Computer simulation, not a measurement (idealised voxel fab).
process module | voxel capacitor over wiring
The cross-section on display is named cut; it measures 265 nm wide, and its cells are 5 nm squares.
Cross-sections here: square-cell grids, written as top-down lists of bands, a band being one or more rows of cells. Read a band's entry like this: the first values are the height of its top and the height of its bottom in nm, and what follows is the sequence of materials from left to right, each with its width in nm. Note that "air" is empty space, and that a single material marked "all across" reaches across the band from edge to edge. Heights are reckoned from 0. Under this level, the received wafer is all of one material. The bottommost band is open-ended downward, for example "z 0 and below". Note: "30 to 40" means the width goes from the first number (top row of the band) to the second number (bottom row) in equal steps per row of cells. "same as before" for a step: no cell of the cross-section changed in that step. "Enclosed cavity list": sealed empty spaces, 8 cells or more, no open way to top, listed width x height at distance, with distance from the left edge and width, height and distance in nm. Note: text after step settings on the step line = simulator remark on that step. overlay nm: for a step with a mask, the amount by which the mask lay right of where it was planned; a negative amount means left of it.
**Process steps - plan**
- 1: RECEIVE, material Si
- 2: CONFORMAL_DEP, material SiO2, thk nm 15
- 3: DIRECTIONAL_DEP, material TiN, thk nm 5
- 4: DIRECTIONAL_DEP, material W, thk nm 15
- 5: PATTERN, tone cover, mask id METAL_1, material resist, width nm 25, pitch nm 80, thk nm 15, overlay nm 0
- 6: DIRECTIONAL_ETCH, etch materials W, depth nm 15
- 7: DIRECTIONAL_ETCH, etch materials TiN, depth nm 5
- 8: STRIP, etch materials resist
- 9: CONFORMAL_DEP, material SiCN, thk nm 5
- 10: FILL_DEP, material lowk, thk nm 5
- 11: CMP, height nm 35
- 12: CONFORMAL_DEP, material SiCN, thk nm 5
- 13: DIRECTIONAL_DEP, material lowk, thk nm 20
- 14: PATTERN, tone open, mask id PLUG_1, material resist, width nm 15, thk nm 15, overlay nm 0
- 15: DIRECTIONAL_ETCH, etch materials lowk, depth nm 20
- 16: DIRECTIONAL_ETCH, etch materials SiCN, depth nm 5
- 17: STRIP, etch materials resist
- 18: CONFORMAL_DEP, material TiN, thk nm 5
- 19: FILL_DEP, material W, thk nm 5
- 20: CMP, height nm 60
- 21: DIRECTIONAL_DEP, material TiN, thk nm 5
- 22: DIRECTIONAL_DEP, material HfO2, thk nm 5
- 23: DIRECTIONAL_DEP, material TiN, thk nm 5
- 24: PATTERN, tone cover, mask id UPPER_PLATE, material resist, width nm 60, thk nm 15, overlay nm 0
- 25: DIRECTIONAL_ETCH, etch materials TiN, depth nm 5
- 26: DIRECTIONAL_ETCH, etch materials HfO2, depth nm 5
- 27: STRIP, etch materials resist
- 28: PATTERN, tone cover, mask id LOWER_PLATE, material resist, width nm 70, thk nm 15, overlay nm 0
- 29: DIRECTIONAL_ETCH, etch materials TiN, depth nm 5
- 30: STRIP, etch materials resist
- 31: FILL_DEP, material SiO2, thk nm 15
- 32: CMP, height nm 85
- 33: DIRECTIONAL_DEP, material aC, thk nm 10
- 34: PATTERN, tone open, mask id PLUG_2, material resist, width nm 15, thk nm 30, overlay nm 0
- 35: DIRECTIONAL_ETCH, etch materials aC, depth nm 10
- 36: STRIP, etch materials resist
- 37: DIRECTIONAL_ETCH, etch materials SiO2, depth nm 10
- 38: STRIP, etch materials aC
- 39: CONFORMAL_DEP, material TiN, thk nm 5
- 40: FILL_DEP, material Ru, thk nm 10
- 41: CMP, height nm 85
- 42: CONFORMAL_DEP, material SiCN, thk nm 5
**Received-state cross-section, reflecting completion of step 1**
* z 0 and below | Si all across
* Enclosed cavity list: none
**Here's the cross-section of the first of our two wafers at the end of the module - it ran as planned**
* z 90 to 85 | SiCN all across
* z 85 to 80 | SiO2 (100) | TiN (5) | Ru (5) | TiN (5) | SiO2 (150)
* z 80 to 70 | SiO2 (100 to 90) | TiN (15 to 60) | SiO2 (150 to 115)
* z 70 to 65 | SiO2 (90) | HfO2 (60) | SiO2 (115)
* z 65 to 60 | SiO2 (85) | TiN (70) | SiO2 (110)
* z 60 to 40 | lowk (90) | TiN (5) | W (5) | TiN (5) | lowk (160)
* z 40 to 35 | SiCN (90) | TiN (15) | SiCN (160)
* z 35 to 20 | lowk (75) | SiCN (5) | W (25) | SiCN (5) | lowk (45) | SiCN (5) | W (25) | SiCN (5) | lowk (75)
* z 20 to 15 | SiCN (80) | TiN (25) | SiCN (55) | TiN (25) | SiCN (80)
* z 15 to 0 | SiO2 all across
* z 0 and below | Si all across
* Enclosed cavity list: none
**Cross-section at end of module for the second wafer of two, which matched the first in starting point and plan and differed by one mistake in its processing**
* z 90 to 85 | SiCN all across
* z 85 to 80 | SiO2 (100) | TiN (5) | Ru (5) | TiN (5) | SiO2 (150)
* z 80 to 70 | SiO2 (100 to 90) | TiN (15 to 60) | SiO2 (150 to 115)
* z 70 to 65 | SiO2 (90) | HfO2 (60) | SiO2 (115)
* z 65 to 60 | SiO2 (85) | TiN (70) | SiO2 (110)
* z 60 to 55 | SiCN (90) | TiN (15) | SiCN (160)
* z 55 to 35 | lowk all across
* z 35 to 20 | lowk (75) | SiCN (5) | W (25) | SiCN (5) | lowk (45) | SiCN (5) | W (25) | SiCN (5) | lowk (75)
* z 20 to 15 | SiCN (80) | TiN (25) | SiCN (55) | TiN (25) | SiCN (80)
* z 15 to 0 | SiO2 all across
* z 0 and below | Si all across
* Enclosed cavity list: none
Diagnosis: steps 12 and 13: order swapped relative to plan
Upon completion, the second wafer contains, in terms of cells, a greater or smaller amount of certain materials than the first wafer: TiN: 8 fewer, W: 4 fewer, lowk: 12 more
